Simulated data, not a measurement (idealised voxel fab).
Process module under the name voxel transistor to metal
The figure presents cross-section cut, which has a width of 290 nm and is divided into square cells with an edge length of 5 nm.
We lay out every cross-section as a grid of square cells and spell it out in bands from the top down, where one band means one or more rows of cells.
The band entry comprises the height of the band's top followed by the height of its bottom, expressed in nm, and subsequently the band's materials from left to right, each stated together with its width in nm. Where a single material is marked with the word "full width", that material fills the band from edge to edge. The word "empty" represents empty space.
A quick word on heights: they are counted from 0, and under that level the wafer as it came to us is one material throughout. The lowest band is different from the rest in having no bottom; it simply continues downward, written as in "from 0 down".
The two numbers in a width such as "30 to 40" mark its ends across the band: the first belongs to the top row of cells, the second to the bottom row, and from each row to the next the width moves by the same amount.
Any step labelled "nothing was modified" changed none of the cells in the cross-section.
"Enclosed void listing" enumerates empty spaces isolated from the top, with no open way to it, that contain at least 8 cells, giving each as width x height at distance from the left edge, all three in nm.
Past the settings on a step's line: simulator remark, on that step.
overlay nm, on a step with a mask: how far to the right of its planned place the mask lay; to the left if negative

Process steps (planned):
- 1: RECEIVE: material Si
- 2: OXIDIZE: depth nm 5
- 3: CONFORMAL_DEP: material SiN, thk nm 10
- 4: PATTERN: tone cover, mask id ACTIVE, material resist, width nm 100, pitch nm 125, thk nm 20, overlay nm 0
- 5: DIRECTIONAL_ETCH: etch materials SiN, depth nm 10
- 6: DIRECTIONAL_ETCH: etch materials SiO2, depth nm 5
- 7: DIRECTIONAL_ETCH: etch materials Si, depth nm 20
- 8: STRIP: etch materials resist
- 9: FILL_DEP: material SiO2, thk nm 15
- 10: CMP: height nm 10
- 11: SELECTIVE_ETCH: etch materials SiO2, depth nm 10
- 12: STRIP: etch materials SiN
- 13: SELECTIVE_ETCH: etch materials SiO2, depth nm 5
- 14: OXIDIZE: depth nm 5
- 15: DIRECTIONAL_DEP: material polySi, thk nm 25
- 16: DIRECTIONAL_DEP: material SiCN, thk nm 10
- 17: DIRECTIONAL_DEP: material aC, thk nm 15
- 18: PATTERN: tone cover, mask id GATE, material resist, width nm 20, pitch nm 125, thk nm 35, overlay nm 0
- 19: DIRECTIONAL_ETCH: etch materials aC, depth nm 15
- 20: STRIP: etch materials resist
- 21: DIRECTIONAL_ETCH: etch materials SiCN, depth nm 20
- 22: DIRECTIONAL_ETCH: etch materials polySi, depth nm 35
- 23: STRIP: etch materials aC
- 24: CONFORMAL_DEP: material SiN, thk nm 10
- 25: DIRECTIONAL_ETCH: etch materials SiN, depth nm 10
- 26: DIRECTIONAL_ETCH: etch materials SiO2, depth nm 5
- 27: EPI: material SiGe, thk nm 5
- 28: FILL_DEP: material SiO2, thk nm 5
- 29: CMP: height nm 30
- 30: DIRECTIONAL_DEP: material SiO2, thk nm 15
- 31: PATTERN: tone open, mask id CONTACT, material resist, width nm 25, thk nm 15, overlay nm 0
- 32: DIRECTIONAL_ETCH: etch materials SiO2, depth nm 50
- 33: STRIP: etch materials resist
- 34: CONFORMAL_DEP: material TiN, thk nm 5
- 35: FILL_DEP: material W, thk nm 10
- 36: CMP: height nm 45
- 37: DIRECTIONAL_DEP: material TiN, thk nm 5
- 38: DIRECTIONAL_DEP: material W, thk nm 20
- 39: DIRECTIONAL_DEP: material aC, thk nm 15
- 40: PATTERN: tone cover, mask id METAL_1, material resist, width nm 15, thk nm 30, overlay nm 0
- 41: DIRECTIONAL_ETCH: etch materials aC, depth nm 15
- 42: STRIP: etch materials resist
- 43: DIRECTIONAL_ETCH: etch materials W, depth nm 20
- 44: DIRECTIONAL_ETCH: etch materials TiN, depth nm 5
- 45: STRIP: etch materials aC
- 46: CONFORMAL_DEP: material SiN, thk nm 5
- 47: FILL_DEP: material SiO2, thk nm 5
- 48: CMP: height nm 70
- 49: CONFORMAL_DEP: material SiN, thk nm 5

Delivered wafer in cross-section: state after step 1:
  from 0 down | Si full width
  Enclosed void listing: none

Cross-section taken at module completion on the first of two wafers; processed per the plan:
  from 75 to 70 | SiN full width
  from 70 to 50 | SiO2 35 | SiN 5 | W 15 | SiN 5 | SiO2 40 | SiN 5 | W 15 | SiN 5 | SiO2 35 | SiN 5 | W 15 | SiN 5 | SiO2 40 | SiN 5 | W 15 | SiN 5 | SiO2 40
  from 50 to 45 | SiN 40 | TiN 15 | SiN 50 | TiN 15 | SiN 45 | TiN 15 | SiN 50 | TiN 15 | SiN 45
  from 45 to 35 | SiO2 40 | TiN 5 | W 15 | TiN 5 | SiO2 30 | TiN 5 | W 15 | TiN 5 | SiO2 45 | TiN 5 | W 15 | TiN 5 | SiO2 30 | TiN 5 | W 15 | TiN 5 | SiO2 45
  from 35 to 30 | SiO2 40 | TiN 5 | W 10 | TiN 10 | SiO2 30 | TiN 10 | W 10 | TiN 5 | SiO2 45 | TiN 5 | W 10 | TiN 10 | SiO2 30 | TiN 10 | W 10 | TiN 5 | SiO2 45
  from 30 to 20 | SiO2 40 | TiN 5 | W 10 | TiN 5 | SiN 10 | SiCN 20 | SiN 10 | TiN 5 | W 10 | TiN 5 | SiO2 45 | TiN 5 | W 10 | TiN 5 | SiN 10 | SiCN 20 | SiN 10 | TiN 5 | W 10 | TiN 5 | SiO2 45
  from 20 to 0 | SiO2 40 | TiN 5 | W 10 | TiN 5 | SiN 10 | polySi 20 | SiN 10 | TiN 5 | W 10 | TiN 5 | SiO2 45 | TiN 5 | W 10 | TiN 5 | SiN 10 | polySi 20 | SiN 10 | TiN 5 | W 10 | TiN 5 | SiO2 45
  from 0 to -5 | SiO2 40 | TiN 20 | SiN 10 | polySi 20 | SiN 10 | TiN 20 | SiO2 45 | TiN 20 | SiN 10 | polySi 20 | SiN 10 | TiN 20 | SiO2 45
  from -5 to -10 | SiO2 25 | SiGe 35 | SiO2 40 | SiGe 35 | SiO2 15 | SiGe 35 | SiO2 40 | SiGe 35 | SiO2 30
  from -10 to -25 | SiO2 30 | Si 100 | SiO2 25 | Si 100 | SiO2 35
  from -25 down | Si full width
  Enclosed void listing: none

Wafer two, end of module, cross-section. Same start, same plan as wafer one. One mistake in the run:
  from 75 to 70 | SiN full width
  from 70 to 65 | SiO2 35 | SiN 5 | W 15 | SiN 5 | SiO2 40 | SiN 5 | W 15 | SiN 5 | SiO2 35 | SiN 5 | W 15 | SiN 5 | SiO2 40 | SiN 5 | W 15 | SiN 5 | SiO2 40
  from 65 to 60 | SiN 40 | TiN 15 | SiN 50 | TiN 15 | SiN 45 | TiN 15 | SiN 50 | TiN 15 | SiN 45
  from 60 to 50 | W full width
  from 50 to 45 | TiN 45 | W 15 | TiN 40 | W 15 | TiN 55 | W 15 | TiN 40 | W 15 | TiN 50
  from 45 to 35 | SiO2 40 | TiN 5 | W 15 | TiN 5 | SiO2 30 | TiN 5 | W 15 | TiN 5 | SiO2 45 | TiN 5 | W 15 | TiN 5 | SiO2 30 | TiN 5 | W 15 | TiN 5 | SiO2 45
  from 35 to 30 | SiO2 40 | TiN 5 | W 10 | TiN 10 | SiO2 30 | TiN 10 | W 10 | TiN 5 | SiO2 45 | TiN 5 | W 10 | TiN 10 | SiO2 30 | TiN 10 | W 10 | TiN 5 | SiO2 45
  from 30 to 20 | SiO2 40 | TiN 5 | W 10 | TiN 5 | SiN 10 | SiCN 20 | SiN 10 | TiN 5 | W 10 | TiN 5 | SiO2 45 | TiN 5 | W 10 | TiN 5 | SiN 10 | SiCN 20 | SiN 10 | TiN 5 | W 10 | TiN 5 | SiO2 45
  from 20 to 0 | SiO2 40 | TiN 5 | W 10 | TiN 5 | SiN 10 | polySi 20 | SiN 10 | TiN 5 | W 10 | TiN 5 | SiO2 45 | TiN 5 | W 10 | TiN 5 | SiN 10 | polySi 20 | SiN 10 | TiN 5 | W 10 | TiN 5 | SiO2 45
  from 0 to -5 | SiO2 40 | TiN 20 | SiN 10 | polySi 20 | SiN 10 | TiN 20 | SiO2 45 | TiN 20 | SiN 10 | polySi 20 | SiN 10 | TiN 20 | SiO2 45
  from -5 to -10 | SiO2 25 | SiGe 35 | SiO2 40 | SiGe 35 | SiO2 15 | SiGe 35 | SiO2 40 | SiGe 35 | SiO2 30
  from -10 to -25 | SiO2 30 | Si 100 | SiO2 25 | Si 100 | SiO2 35
  from -25 down | Si full width
  Enclosed void listing: none
Heads up, the wafer didn't run the way we planned it: step 36 of the plan got skipped, so it never ran
Final comparison by cell count, materials where the second wafer has more or fewer than the first: 24 fewer of SiN, 114 fewer of SiO2, 46 more of TiN, 92 more of W
